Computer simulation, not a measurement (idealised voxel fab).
The process module presented herein is designated voxel spacer lines.
FYI the section here is cut, 175 nm wide, cells are 5 nm squares.
In this document a cross-section is written as a grid of square cells. It is given as a series of bands, listed from the top down, and a band is one or more rows of cells. Each band's line starts with the height of the band's top and of its bottom, in nm. Then come its materials from left to right, each with its width in nm. One material with "edge to edge" fills the band from edge to edge. "empty" is empty space. Height reference: 0 = level under which incoming wafer is all one material. Lowest band: no bottom, runs on downward, e.g. "0 and below". With a width like "30..40", each row of cells in the band differs from the next by the same amount, the top row carrying the first number and the bottom row the second. "no change" (step): cross-section cells unchanged, all of them. Any empty space of 8 cells or more lacking an open way to the top shows up in "Completely enclosed voids" as width x height at distance, distance from the left edge, in nm. Past the settings on a step's line: simulator remark, on that step. A step's line can hold "overlay nm"; with a mask on that step, the setting says how far right of the planned place the mask lay, while a negative setting says it lay to the left.
Intended process steps
1,RECEIVE [material Si]
2,CONFORMAL_DEP [material Al2O3] [thk nm 5]
3,DIRECTIONAL_DEP [material SiN] [thk nm 15]
4,DIRECTIONAL_DEP [material aC] [thk nm 25]
5,PATTERN [tone cover] [mask id MANDREL] [material resist] [width nm 15] [pitch nm 50] [thk nm 30] [overlay nm 0]
6,DIRECTIONAL_ETCH [etch materials aC] [depth nm 25]
7,STRIP [etch materials resist]
8,CONFORMAL_DEP [material SiO2] [thk nm 10]
9,DIRECTIONAL_ETCH [etch materials SiO2] [depth nm 10]
10,STRIP [etch materials aC]
11,DIRECTIONAL_ETCH [etch materials SiN] [depth nm 15]
12,STRIP [etch materials SiO2]
As received, after step 1
0 and below = Si edge to edge
Completely enclosed voids: none
End-of-module XS, first of two wafers, run as planned
20 down to 5 = 20 empty | 10 SiN | 15 empty | 10 SiN | 15 empty | 10 SiN | 15 empty | 10 SiN | 15 empty | 10 SiN | 15 empty | 10 SiN | 20 empty
5 down to 0 = Al2O3 edge to edge
0 and below = Si edge to edge
Completely enclosed voids: none
The second wafer, shown in cross-section after the module: started the same way as the first and given the same plan, yet one mistake crept into how it was run
20 down to 5 = 20 empty | 35 SiN | 15 empty | 35 SiN | 15 empty | 35 SiN | 20 empty
5 down to 0 = Al2O3 edge to edge
0 and below = Si edge to edge
Completely enclosed voids: none
Processing error: steps 10 and 11 got flipped, so each one ran where the other should have
Once processing is complete, comparing cell counts shows that the second wafer has more or fewer of certain materials than the first: SiN +27
